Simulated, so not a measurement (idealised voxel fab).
Process module name: voxel local oxidation
Each square cell in cross-section cut measures 5 nm, and the section as a whole is 295 nm wide.
Bands, listed from the top down, are how a cross-section gets written in this document; the cross-section itself is a grid of square cells, and a band is one or more rows of them. Read a band's entry like this: the first values are the height of its top and the height of its bottom in nm, and what follows is the sequence of materials from left to right, each with its width in nm. Note that "blank" is empty space, and that a single material marked "edge to edge" reaches across the band from edge to edge. Where do heights start? At 0: under that level the wafer as delivered is made of one material only. And the lowest band has no floor; it just carries on downward, as in "0..down". Quick explanation for "30 to 40": the width changes in equal steps down the rows of cells, from the first number in the band's top row to the second number in its bottom row. "no change occurred", as given for a step, is the statement that not any cell of the cross-section underwent a change during that step. The list in "Internal closed voids" covers empty spaces of 8 cells or more that cannot reach the top through any open way, and it gives each as width x height at distance; the distance is from the left edge, and width, height and distance are in nm. Where a step's line continues beyond its settings, the continuation is a remark by the simulator itself on that step. overlay nm: on a step with a mask, how far right of its planned place the mask lay; negative means left.

These are the steps we planned for the process:
1,RECEIVE: material Si
2,CONFORMAL_DEP: material SiO2, thk nm 5
3,CONFORMAL_DEP: material SiN, thk nm 10
4,DIRECTIONAL_DEP: material aC, thk nm 15
5,PATTERN: tone cover, mask id ACTIVE, material resist, width nm 100, pitch nm 130, thk nm 35, overlay nm 0
6,DIRECTIONAL_ETCH: etch materials aC, depth nm 15
7,STRIP: etch materials resist
8,DIRECTIONAL_ETCH: etch materials SiN, depth nm 10
9,STRIP: etch materials aC
10,SELECTIVE_ETCH: etch materials SiO2, depth nm 5
11,OXIDIZE: depth nm 10
12,STRIP: etch materials SiN

First wafer out of two, processed as planned:

Received-state cross-section, reflecting completion of step 1:
	0..down  Si edge to edge
	Internal closed voids: none

After step 2: wafer cross-section:
	5..0  SiO2 edge to edge
	Below a height of 0, the structure has not been altered.

After step 3: wafer cross-section:
	15..5  SiN edge to edge
	Below a height of 5, the structure has not been altered.

After step 4: wafer cross-section:
	30..15  aC edge to edge
	Below a height of 15, the structure has not been altered.

After step 5: wafer cross-section:
	65..30  blank 30 nm; resist 100 nm; blank 30 nm; resist 100 nm; blank 35 nm
	Below a height of 30, the structure has not been altered.

After step 6: wafer cross-section:
	50..30  blank 30 nm; resist 100 nm; blank 30 nm; resist 100 nm; blank 35 nm
	30..15  blank 30 nm; aC 100 nm; blank 30 nm; aC 100 nm; blank 35 nm
	Below a height of 15, the structure has not been altered.

After step 7: wafer cross-section:
	30..15  blank 30 nm; aC 100 nm; blank 30 nm; aC 100 nm; blank 35 nm
	Below a height of 15, the structure has not been altered.

After step 8: wafer cross-section:
	30..15  blank 30 nm; aC 100 nm; blank 30 nm; aC 100 nm; blank 35 nm
	15..5  blank 30 nm; SiN 100 nm; blank 30 nm; SiN 100 nm; blank 35 nm
	Below a height of 5, the structure has not been altered.

After step 9: wafer cross-section:
	15..5  blank 30 nm; SiN 100 nm; blank 30 nm; SiN 100 nm; blank 35 nm
	Below a height of 5, the structure has not been altered.

After step 10: wafer cross-section:
	15..5  blank 30 nm; SiN 100 nm; blank 30 nm; SiN 100 nm; blank 35 nm
	5..0  blank 35 nm; SiO2 90 nm; blank 40 nm; SiO2 90 nm; blank 40 nm
	Below a height of 0, the structure has not been altered.

After step 11: wafer cross-section:
	15..5  blank 30 nm; SiN 100 nm; blank 30 nm; SiN 100 nm; blank 35 nm
	5..0  blank 35 nm; SiO2 90 nm; blank 40 nm; SiO2 90 nm; blank 40 nm
	0..-10  SiO2 45 nm; Si 70 nm; SiO2 60 nm; Si 70 nm; SiO2 50 nm
	Below a height of -10, the structure has not been altered.

After step 12: wafer cross-section:
	5..0  blank 35 nm; SiO2 90 nm; blank 40 nm; SiO2 90 nm; blank 40 nm
	Below a height of 0, the structure has not been altered.

What follows concerns the second wafer, which started out like the first and was meant to follow the very same plan; one mistake crept in when it was run, but everything up to and including step 11 is the same as for the first wafer:

When step 12 should have ended:
	0..-10  blank 45 nm; Si 70 nm; blank 60 nm; Si 70 nm; blank 50 nm
	Below a height of -10, the structure has not been altered.
Run error: the process deviated at step 12: the operation and settings actually run there were STRIP: etch materials SiO2
Count the cells at the end and the second wafer has more or fewer of some materials than the first: -98 SiO2
